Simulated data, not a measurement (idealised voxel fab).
Process module name: voxel tone inversion
Each square cell in cross-section cut measures 5 nm, and the section as a whole is 290 nm wide.
Cross-section layout: square cells on a grid; listed as bands, top to bottom; a band spans one or more cell rows. Within each band entry, the heights of the top and of the bottom of the band appear first, in that order and in nm; the materials of the band then follow from left to right, each with its corresponding width in nm. The designation "everywhere" on a single material indicates that it fills the band from edge to edge; the designation "blank" indicates empty space. Basically, 0 is our baseline, since under it the wafer straight out of the box is all one material. The bottom band has no lower end and keeps on going down, so it looks like "0 and below". When a width is written as two numbers, as in "30 to 40", the first number is the width in the top row of cells of the band and the second is the width in its bottom row, and the width changes by the same amount from each row to the next. Reading "no modification" for a step: not a cell of the cross-section changed in it. Heads up: "Enclosed cavities" only lists the empty pockets with no open path to the top that are 8 cells or more, and it writes them as width x height at distance, distance from the left edge, in nm. Formally, on a step line, whatever follows the settings is a remark that the simulator itself makes on the step. overlay nm: how far to the right of its planned place the mask lay on this masked step (negative: to the left).
Below is the list of planned process steps:
step 1: op RECEIVE | material Si
step 2: op CONFORMAL_DEP | material SiCN | thk nm 10
step 3: op DIRECTIONAL_DEP | material polySi | thk nm 15
step 4: op PATTERN | tone cover | mask id POSTS | material resist | width nm 25 | pitch nm 45 | thk nm 25 | overlay nm 0
step 5: op DIRECTIONAL_ETCH | etch materials polySi | depth nm 15
step 6: op STRIP | etch materials resist
step 7: op FILL_DEP | material lowk | thk nm 5
step 8: op CMP | height nm 25
step 9: op STRIP | etch materials polySi
Of two wafers, the first: run according to plan:
Incoming wafer in cross-section (state: after step 1):
  0 and below: Si everywhere
  Enclosed cavities: none
Once step 2 is through, the wafer looks like this in cross-section:
  10 down to 0: SiCN everywhere
  Below 0 it's all the same as before, nothing changed down there.
Once step 3 is through, the wafer looks like this in cross-section:
  25 down to 10: polySi everywhere
  Below 10 it's all the same as before, nothing changed down there.
Once step 4 is through, the wafer looks like this in cross-section:
  50 down to 25: blank 65  resist 25  blank 20  resist 25  blank 20  resist 25  blank 20  resist 25  blank 65
  Below 25 it's all the same as before, nothing changed down there.
Once step 5 is through, the wafer looks like this in cross-section:
  50 down to 25: blank 65  resist 25  blank 20  resist 25  blank 20  resist 25  blank 20  resist 25  blank 65
  25 down to 10: blank 65  polySi 25  blank 20  polySi 25  blank 20  polySi 25  blank 20  polySi 25  blank 65
  Below 10 it's all the same as before, nothing changed down there.
Once step 6 is through, the wafer looks like this in cross-section:
  25 down to 10: blank 65  polySi 25  blank 20  polySi 25  blank 20  polySi 25  blank 20  polySi 25  blank 65
  Below 10 it's all the same as before, nothing changed down there.
Once step 7 is through, the wafer looks like this in cross-section:
  30 down to 25: lowk everywhere
  25 down to 10: lowk 65  polySi 25  lowk 20  polySi 25  lowk 20  polySi 25  lowk 20  polySi 25  lowk 65
  Below 10 it's all the same as before, nothing changed down there.
Once step 8 is through, the wafer looks like this in cross-section:
  25 down to 10: lowk 65  polySi 25  lowk 20  polySi 25  lowk 20  polySi 25  lowk 20  polySi 25  lowk 65
  Below 10 it's all the same as before, nothing changed down there.
Once step 9 is through, the wafer looks like this in cross-section:
  25 down to 10: lowk 65  blank 25  lowk 20  blank 25  lowk 20  blank 25  lowk 20  blank 25  lowk 65
  Below 10 it's all the same as before, nothing changed down there.
The remaining wafer, second of the two, started like the first and was run to the same plan, except that one mistake was made along the way; the two coincide through step 7, inclusive:
Second wafer, cross-section, planned end of step 8:
  20 down to 10: lowk 65  polySi 25  lowk 20  polySi 25  lowk 20  polySi 25  lowk 20  polySi 25  lowk 65
  Below 10 it's all the same as before, nothing changed down there.
Second wafer, cross-section, planned end of step 9:
  20 down to 10: lowk 65  blank 25  lowk 20  blank 25  lowk 20  blank 25  lowk 20  blank 25  lowk 65
  Below 10 it's all the same as before, nothing changed down there.
Heads up, the wafer didn't run the way we planned it: for step 8, the planned setting was not used; the step was instead run as op CMP | height nm 20
The closing comparison, in cells, has the second wafer with more or fewer of some materials than the first: lowk: 38 fewer
